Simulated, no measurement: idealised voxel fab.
Process module in this document: voxel lift off
We display cut, a cross-section 260 nm in width whose square cells are each 5 nm.
Reading order for cross-sections: top band down to bottom band. Underlying form: a grid of square cells. Band size: one or more rows of cells.
Band: top and bottom heights (nm) first, top before bottom; then materials from left to right, widths in nm. "all across" marks a sole material filling the band edge to edge. "blank" denotes empty space.
Below 0: as-received wafer, all one material; heights counted from there. Lowest band: no bottom, goes on down, written "0 and below".
Read "30..40" as a graded width: first number on top, second number at the bottom, same change between each pair of neighbouring rows.
Given "nothing different" for a step, no cell of the cross-section differs between before and after that step.
Basically, "Unvented internal voids" tells you about the enclosed voids: empty spaces with no open way to the top, 8 cells or bigger, each written width x height at distance, where distance is from the left edge, all in nm.
Heads up: the bit after the settings on a step's line is the simulator's remark on that step.
"overlay nm", when on a step's line for a step with a mask, measures how far to the right of its planned place the mask lay; a negative measure means to the left.
Read each pair as before and after one process step. The after cross-section shows only down to the lowest band that changed. The step between them and its settings are given below the pair. Pairs can come from different runs of this module on the same starting wafer. A pair continues from the pair above only where its "Ahead of processing" entry says so.

[Ahead of processing]
    0 and below | Si all across
    Unvented internal voids: none

[Section, Post-Step]
    15 down to 0 | SiO2 all across
    Lower than 0, everything is as it was.
    Unvented internal voids: none
The two cross-sections above are separated by a single process step, namely CONFORMAL_DEP [material SiO2] [thk nm 15]

Ahead of processing: starting point is the after cross-section of the pair just above.

[Section, Post-Step]
    45 down to 15 | 100 of resist / 15 of blank / 30 of resist / 15 of blank / 100 of resist
    Lower than 15, everything is as it was.
    Unvented internal voids: none
The two cross-sections above are separated by a single process step, namely PATTERN [tone open] [mask id LINES] [material resist] [width nm 15] [pitch nm 45] [thk nm 30] [overlay nm 0]

Ahead of processing: starting point is the after cross-section of the pair just above.

[Section, Post-Step]
    60 down to 45 | 100 of Ru / 15 of blank / 30 of Ru / 15 of blank / 100 of Ru
    45 down to 30 | 100 of resist / 15 of blank / 30 of resist / 15 of blank / 100 of resist
    30 down to 15 | 100 of resist / 15 of Ru / 30 of resist / 15 of Ru / 100 of resist
    Lower than 15, everything is as it was.
    Unvented internal voids: none
The two cross-sections above are separated by a single process step, namely DIRECTIONAL_DEP [material Ru] [thk nm 15]

Ahead of processing: starting point is the after cross-section of the pair just above.

[Section, Post-Step]
    30 down to 15 | 100 of blank / 15 of Ru / 30 of blank / 15 of Ru / 100 of blank
    Lower than 15, everything is as it was.
    Unvented internal voids: none
The two cross-sections above are separated by a single process step, namely STRIP [etch materials resist]

Ahead of processing: starting point is the after cross-section of the pair just above.

[Section, Post-Step]
    35 down to 30 | 95 of blank / 25 of SiN / 20 of blank / 25 of SiN / 95 of blank
    30 down to 20 | 95 of blank / 5 of SiN / 15 of Ru / 5 of SiN / 20 of blank / 5 of SiN / 15 of Ru / 5 of SiN / 95 of blank
    20 down to 15 | 100 of SiN / 15 of Ru / 30 of SiN / 15 of Ru / 100 of SiN
    Lower than 15, everything is as it was.
    Unvented internal voids: none
The two cross-sections above are separated by a single process step, namely CONFORMAL_DEP [material SiN] [thk nm 5]

[Ahead of processing]
    0 and below | Si all across
    Unvented internal voids: none

[Section, Post-Step]
    30 down to 0 | 100 of resist / 15 of blank / 30 of resist / 15 of blank / 100 of resist
    Lower than 0, everything is as it was.
    Unvented internal voids: none
The two cross-sections above are separated by a single process step, namely PATTERN [tone open] [mask id LINES] [material resist] [width nm 15] [pitch nm 45] [thk nm 30] [overlay nm 0]

Ahead of processing: starting point is the after cross-section of the pair just above.

[Section, Post-Step]
    45 down to 30 | 100 of Ru / 15 of blank / 30 of Ru / 15 of blank / 100 of Ru
    30 down to 15 | 100 of resist / 15 of blank / 30 of resist / 15 of blank / 100 of resist
    15 down to 0 | 100 of resist / 15 of Ru / 30 of resist / 15 of Ru / 100 of resist
    Lower than 0, everything is as it was.
    Unvented internal voids: none
The two cross-sections above are separated by a single process step, namely DIRECTIONAL_DEP [material Ru] [thk nm 15]

Ahead of processing: starting point is the after cross-section of the pair just above.

[Section, Post-Step]
    15 down to 0 | 100 of blank / 15 of Ru / 30 of blank / 15 of Ru / 100 of blank
    Lower than 0, everything is as it was.
    Unvented internal voids: none
The two cross-sections above are separated by a single process step, namely STRIP [etch materials resist]

Ahead of processing: starting point is the after cross-section of the pair just above.

[Section, Post-Step]
    20 down to 15 | 95 of blank / 25 of SiN / 20 of blank / 25 of SiN / 95 of blank
    15 down to 5 | 95 of blank / 5 of SiN / 15 of Ru / 5 of SiN / 20 of blank / 5 of SiN / 15 of Ru / 5 of SiN / 95 of blank
    5 down to 0 | 100 of SiN / 15 of Ru / 30 of SiN / 15 of Ru / 100 of SiN
    Lower than 0, everything is as it was.
    Unvented internal voids: none
The two cross-sections above are separated by a single process step, namely CONFORMAL_DEP [material SiN] [thk nm 5]

[Ahead of processing]
    15 down to 0 | SiO2 all across
    0 and below | Si all across
    Unvented internal voids: none

[Section, Post-Step]
    30 down to 0 | SiO2 all across
    Lower than 0, everything is as it was.
    Unvented internal voids: none
The two cross-sections above are separated by a single process step, namely CONFORMAL_DEP [material SiO2] [thk nm 15]

Ahead of processing: starting point is the after cross-section of the pair just above.

[Section, Post-Step]
    60 down to 30 | 100 of resist / 15 of blank / 30 of resist / 15 of blank / 100 of resist
    Lower than 30, everything is as it was.
    Unvented internal voids: none
The two cross-sections above are separated by a single process step, namely PATTERN [tone open] [mask id LINES] [material resist] [width nm 15] [pitch nm 45] [thk nm 30] [overlay nm 0]

Ahead of processing: starting point is the after cross-section of the pair just above.

[Section, Post-Step]
    75 down to 60 | 100 of Ru / 15 of blank / 30 of Ru / 15 of blank / 100 of Ru
    60 down to 45 | 100 of resist / 15 of blank / 30 of resist / 15 of blank / 100 of resist
    45 down to 30 | 100 of resist / 15 of Ru / 30 of resist / 15 of Ru / 100 of resist
    Lower than 30, everything is as it was.
    Unvented internal voids: none
The two cross-sections above are separated by a single process step, namely DIRECTIONAL_DEP [material Ru] [thk nm 15]

Ahead of processing: starting point is the after cross-section of the pair just above.

[Section, Post-Step]
    45 down to 30 | 100 of blank / 15 of Ru / 30 of blank / 15 of Ru / 100 of blank
    Lower than 30, everything is as it was.
    Unvented internal voids: none
The two cross-sections above are separated by a single process step, namely STRIP [etch materials resist]

Ahead of processing: starting point is the after cross-section of the pair just above.

[Section, Post-Step]
    50 down to 45 | 95 of blank / 25 of SiN / 20 of blank / 25 of SiN / 95 of blank
    45 down to 35 | 95 of blank / 5 of SiN / 15 of Ru / 5 of SiN / 20 of blank / 5 of SiN / 15 of Ru / 5 of SiN / 95 of blank
    35 down to 30 | 100 of SiN / 15 of Ru / 30 of SiN / 15 of Ru / 100 of SiN
    Lower than 30, everything is as it was.
    Unvented internal voids: none
The two cross-sections above are separated by a single process step, namely CONFORMAL_DEP [material SiN] [thk nm 5]

[Ahead of processing]
    45 down to 15 | 100 of resist / 15 of blank / 30 of resist / 15 of blank / 100 of resist
    15 down to 0 | SiO2 all across
    0 and below | Si all across
    Unvented internal voids: none

[Section, Post-Step]
    55 down to 45 | 100 of Ru / 15 of blank / 30 of Ru / 15 of blank / 100 of Ru
    45 down to 25 | 100 of resist / 15 of blank / 30 of resist / 15 of blank / 100 of resist
    25 down to 15 | 100 of resist / 15 of Ru / 30 of resist / 15 of Ru / 100 of resist
    Lower than 15, everything is as it was.
    Unvented internal voids: none
The two cross-sections above are separated by a single process step, namely DIRECTIONAL_DEP [material Ru] [thk nm 10]

Ahead of processing: starting point is the after cross-section of the pair just above.

[Section, Post-Step]
    25 down to 15 | 100 of blank / 15 of Ru / 30 of blank / 15 of Ru / 100 of blank
    Lower than 15, everything is as it was.
    Unvented internal voids: none
The two cross-sections above are separated by a single process step, namely STRIP [etch materials resist]

Ahead of processing: starting point is the after cross-section of the pair just above.

[Section, Post-Step]
    30 down to 25 | 95 of blank / 25 of SiN / 20 of blank / 25 of SiN / 95 of blank
    25 down to 20 | 95 of blank / 5 of SiN / 15 of Ru / 5 of SiN / 20 of blank / 5 of SiN / 15 of Ru / 5 of SiN / 95 of blank
    20 down to 15 | 100 of SiN / 15 of Ru / 30 of SiN / 15 of Ru / 100 of SiN
    Lower than 15, everything is as it was.
    Unvented internal voids: none
The two cross-sections above are separated by a single process step, namely CONFORMAL_DEP [material SiN] [thk nm 5]

[Ahead of processing]
    15 down to 0 | SiO2 all across
    0 and below | Si all across
    Unvented internal voids: none

[Section, Post-Step]
    45 down to 15 | 95 of resist / 25 of blank / 20 of resist / 25 of blank / 95 of resist
    Lower than 15, everything is as it was.
    Unvented internal voids: none
The two cross-sections above are separated by a single process step, namely PATTERN [tone open] [mask id LINES] [material resist] [width nm 25] [pitch nm 45] [thk nm 30] [overlay nm 0]

Ahead of processing: starting point is the after cross-section of the pair just above.

[Section, Post-Step]
    60 down to 45 | 95 of Ru / 25 of blank / 20 of Ru / 25 of blank / 95 of Ru
    45 down to 30 | 95 of resist / 25 of blank / 20 of resist / 25 of blank / 95 of resist
    30 down to 15 | 95 of resist / 25 of Ru / 20 of resist / 25 of Ru / 95 of resist
    Lower than 15, everything is as it was.
    Unvented internal voids: none
The two cross-sections above are separated by a single process step, namely DIRECTIONAL_DEP [material Ru] [thk nm 15]

Ahead of processing: starting point is the after cross-section of the pair just above.

[Section, Post-Step]
    30 down to 15 | 95 of blank / 25 of Ru / 20 of blank / 25 of Ru / 95 of blank
    Lower than 15, everything is as it was.
    Unvented internal voids: none
The two cross-sections above are separated by a single process step, namely STRIP [etch materials resist]

Ahead of processing: starting point is the after cross-section of the pair just above.

[Section, Post-Step]
    35 down to 30 | 90 of blank / 35 of SiN / 10 of blank / 35 of SiN / 90 of blank
    30 down to 20 | 90 of blank / 5 of SiN / 25 of Ru / 5 of SiN / 10 of blank / 5 of SiN / 25 of Ru / 5 of SiN / 90 of blank
    20 down to 15 | 95 of SiN / 25 of Ru / 20 of SiN / 25 of Ru / 95 of SiN
    Lower than 15, everything is as it was.
    Unvented internal voids: none
The two cross-sections above are separated by a single process step, namely CONFORMAL_DEP [material SiN] [thk nm 5]

[Ahead of processing]
    15 down to 0 | SiO2 all across
    0 and below | Si all across
    Unvented internal voids: none

[Section, Post-Step]
    45 down to 15 | 90 of resist / 15 of blank / 30 of resist / 15 of blank / 110 of resist
    Lower than 15, everything is as it was.
    Unvented internal voids: none
The two cross-sections above are separated by a single process step, namely PATTERN [tone open] [mask id LINES] [material resist] [width nm 15] [pitch nm 45] [thk nm 30] [overlay nm -10]

Ahead of processing: starting point is the after cross-section of the pair just above.

[Section, Post-Step]
    60 down to 45 | 90 of Ru / 15 of blank / 30 of Ru / 15 of blank / 110 of Ru
    45 down to 30 | 90 of resist / 15 of blank / 30 of resist / 15 of blank / 110 of resist
    30 down to 15 | 90 of resist / 15 of Ru / 30 of resist / 15 of Ru / 110 of resist
    Lower than 15, everything is as it was.
    Unvented internal voids: none
The two cross-sections above are separated by a single process step, namely DIRECTIONAL_DEP [material Ru] [thk nm 15]

Ahead of processing: starting point is the after cross-section of the pair just above.

[Section, Post-Step]
    30 down to 15 | 90 of blank / 15 of Ru / 30 of blank / 15 of Ru / 110 of blank
    Lower than 15, everything is as it was.
    Unvented internal voids: none
The two cross-sections above are separated by a single process step, namely STRIP [etch materials resist]

Ahead of processing: starting point is the after cross-section of the pair just above.

[Section, Post-Step]
    35 down to 30 | 85 of blank / 25 of SiN / 20 of blank / 25 of SiN / 105 of blank
    30 down to 20 | 85 of blank / 5 of SiN / 15 of Ru / 5 of SiN / 20 of blank / 5 of SiN / 15 of Ru / 5 of SiN / 105 of blank
    20 down to 15 | 90 of SiN / 15 of Ru / 30 of SiN / 15 of Ru / 110 of SiN
    Lower than 15, everything is as it was.
    Unvented internal voids: none
The two cross-sections above are separated by a single process step, namely CONFORMAL_DEP [material SiN] [thk nm 5]

[Ahead of processing]
    30 down to 15 | 100 of blank / 15 of Ru / 30 of blank / 15 of Ru / 100 of blank
    15 down to 0 | SiO2 all across
    0 and below | Si all across
    Unvented internal voids: none

[Section, Post-Step]
    35 down to 20 | 95 of blank / 25 of Ru / 20 of blank / 25 of Ru / 95 of blank
    20 down to 15 | Ru all across
    Lower than 15, everything is as it was.
    Unvented internal voids: none
The two cross-sections above are separated by a single process step, namely CONFORMAL_DEP [material Ru] [thk nm 5]

[Ahead of processing]
    15 down to 0 | SiO2 all across
    0 and below | Si all across
    Unvented internal voids: none

[Section, Post-Step]
    45 down to 15 | 100 of blank / 15 of resist / 30 of blank / 15 of resist / 100 of blank
    Lower than 15, everything is as it was.
    Unvented internal voids: none
The two cross-sections above are separated by a single process step, namely PATTERN [tone cover] [mask id LINES] [material resist] [width nm 15] [pitch nm 45] [thk nm 30] [overlay nm 0]

Ahead of processing: starting point is the after cross-section of the pair just above.

[Section, Post-Step]
    60 down to 45 | 100 of blank / 15 of Ru / 30 of blank / 15 of Ru / 100 of blank
    45 down to 30 | 100 of blank / 15 of resist / 30 of blank / 15 of resist / 100 of blank
    30 down to 15 | 100 of Ru / 15 of resist / 30 of Ru / 15 of resist / 100 of Ru
    Lower than 15, everything is as it was.
    Unvented internal voids: none
The two cross-sections above are separated by a single process step, namely DIRECTIONAL_DEP [material Ru] [thk nm 15]

Ahead of processing: starting point is the after cross-section of the pair just above.

[Section, Post-Step]
    30 down to 15 | 100 of Ru / 15 of blank / 30 of Ru / 15 of blank / 100 of Ru
    Lower than 15, everything is as it was.
    Unvented internal voids: none
The two cross-sections above are separated by a single process step, namely STRIP [etch materials resist]

Ahead of processing: starting point is the after cross-section of the pair just above.

[Section, Post-Step]
    35 down to 30 | 105 of SiN / 5 of blank / 40 of SiN / 5 of blank / 105 of SiN
    30 down to 20 | 100 of Ru / 5 of SiN / 5 of blank / 5 of SiN / 30 of Ru / 5 of SiN / 5 of blank / 5 of SiN / 100 of Ru
    20 down to 15 | 100 of Ru / 15 of SiN / 30 of Ru / 15 of SiN / 100 of Ru
    Lower than 15, everything is as it was.
    Unvented internal voids: none
The two cross-sections above are separated by a single process step, namely CONFORMAL_DEP [material SiN] [thk nm 5]
